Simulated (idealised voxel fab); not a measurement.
Name of the process module below: voxel wiring stack
Cross-section cut: width 180 nm, square cells of 5 nm.
Cross-section format: a grid of square cells, given as bands from top to bottom; each band is one or more rows of cells. First you get the band's top height and its bottom height, in nm, and then the materials it's made of, left to right, with each width in nm. If you see a single material with "full width", that one covers the band edge to edge. "air" is empty space. All heights in this document are referenced to 0, defined as the level beneath which the wafer, as received, consists entirely of one material. The lowest band is not bounded below; it extends indefinitely downward and is written in the form "from 0 down". You'd read "30 to 40" like this: the band's top row of cells is as wide as the first number, its bottom row is as wide as the second, and going down, every row changes width by the same amount as the row before did. It should be understood that the words "same as before", when stated for a given step, signify that the cross-section underwent no change in any of its cells during that step. Voids not open to the top, 8 cells minimum: see "Sealed cavities". Written width x height at distance; distance is from the left edge; nm. On a step's line, text after the settings is the simulator commenting on that step. You can add "overlay nm" to a step's line. For a step with a mask, it describes how far the mask lay to the right of its planned position, and a negative number describes a lay to the left.

**These are the steps we planned for the process**
| 1 | RECEIVE (material Si) |
| 2 | CONFORMAL_DEP (material SiO2; thk nm 10) |
| 3 | DIRECTIONAL_DEP (material TiN; thk nm 5) |
| 4 | DIRECTIONAL_DEP (material Ru; thk nm 15) |
| 5 | MASKED_ETCH (tone cover; mask id METAL_1; width nm 30; pitch nm 50; etch materials Ru; depth nm 15; overlay nm 0) |
| 6 | MASKED_ETCH (tone cover; mask id METAL_1; width nm 30; pitch nm 50; etch materials TiN; depth nm 5; overlay nm 0) |
| 7 | CONFORMAL_DEP (material SiCN; thk nm 5) |
| 8 | FILL_DEP (material SiO2; thk nm 10) |
| 9 | CMP (height nm 30) |
| 10 | CONFORMAL_DEP (material SiCN; thk nm 5) |
| 11 | DIRECTIONAL_DEP (material SiO2; thk nm 30) |
| 12 | MASKED_ETCH (tone open; mask id METAL_2_HOLES; width nm 15; pitch nm 50; etch materials SiO2; depth nm 30; overlay nm 0) |
| 13 | PATTERN (tone open; mask id METAL_2; material resist; width nm 30; pitch nm 50; thk nm 20; overlay nm 0) |
| 14 | DIRECTIONAL_ETCH (etch materials SiO2; depth nm 20) |
| 15 | DIRECTIONAL_ETCH (etch materials SiCN; depth nm 5) |
| 16 | STRIP (etch materials resist) |
| 17 | CONFORMAL_DEP (material TiN; thk nm 5) |
| 18 | FILL_DEP (material Ru; thk nm 5) |
| 19 | CMP (height nm 65) |
| 20 | CONFORMAL_DEP (material SiCN; thk nm 5) |
| 21 | DIRECTIONAL_DEP (material SiO2; thk nm 25) |
| 22 | PATTERN (tone open; mask id METAL_3; material resist; width nm 30; pitch nm 50; thk nm 20; overlay nm 0) |
| 23 | DIRECTIONAL_ETCH (etch materials SiO2; depth nm 15) |
| 24 | STRIP (etch materials resist) |
| 25 | MASKED_ETCH (tone open; mask id METAL_3_HOLES; width nm 15; etch materials SiO2; depth nm 10; overlay nm 0) |
| 26 | MASKED_ETCH (tone open; mask id METAL_3_HOLES; width nm 15; etch materials SiCN; depth nm 5; overlay nm -15) |
| 27 | CONFORMAL_DEP (material TiN; thk nm 5) |
| 28 | FILL_DEP (material Ru; thk nm 10) |
| 29 | CMP (height nm 95) |
| 30 | CONFORMAL_DEP (material SiCN; thk nm 5) |
| 31 | DIRECTIONAL_DEP (material lowk; thk nm 35) |
| 32 | MASKED_ETCH (tone open; mask id METAL_4; width nm 30; pitch nm 50; etch materials lowk; depth nm 20; overlay nm 0) |
| 33 | MASKED_ETCH (tone open; mask id METAL_4_HOLES; width nm 15; pitch nm 50; etch materials lowk; depth nm 15; overlay nm 0) |
| 34 | MASKED_ETCH (tone open; mask id METAL_4_HOLES; width nm 15; pitch nm 50; etch materials SiCN; depth nm 5; overlay nm 0) |
| 35 | CONFORMAL_DEP (material TiN; thk nm 5) |
| 36 | FILL_DEP (material Ru; thk nm 5) |
| 37 | CMP (height nm 135) |
| 38 | CONFORMAL_DEP (material SiCN; thk nm 5) |
Across this set of wafers, the varied parameter is the overlay nm of step 26. Starting conditions are identical for every wafer, and the plan reports the value assigned to the first wafer.

**first wafer as received, after step 1**
> from 0 down | Si full width
> Sealed cavities: none

**Take any row and you have a wafer at the end of the module: how many cells of each material it has gained (+) or lost (-) since it was received, and then its closed voids**
overlay nm -15; +116 Ru; +168 SiCN; +426 SiO2; +112 TiN; +186 lowk; Sealed cavities: none
overlay nm -10; +116 Ru; +167 SiCN; +426 SiO2; +113 TiN; +186 lowk; Sealed cavities: none
overlay nm -5; +116 Ru; +166 SiCN; +426 SiO2; +114 TiN; +186 lowk; Sealed cavities: none
overlay nm 0; +117 Ru; +165 SiCN; +426 SiO2; +114 TiN; +186 lowk; Sealed cavities: none
overlay nm 5; +116 Ru; +166 SiCN; +426 SiO2; +114 TiN; +186 lowk; Sealed cavities: none
overlay nm 10; +116 Ru; +167 SiCN; +426 SiO2; +113 TiN; +186 lowk; Sealed cavities: none
overlay nm 15; +116 Ru; +168 SiCN; +426 SiO2; +112 TiN; +186 lowk; Sealed cavities: none
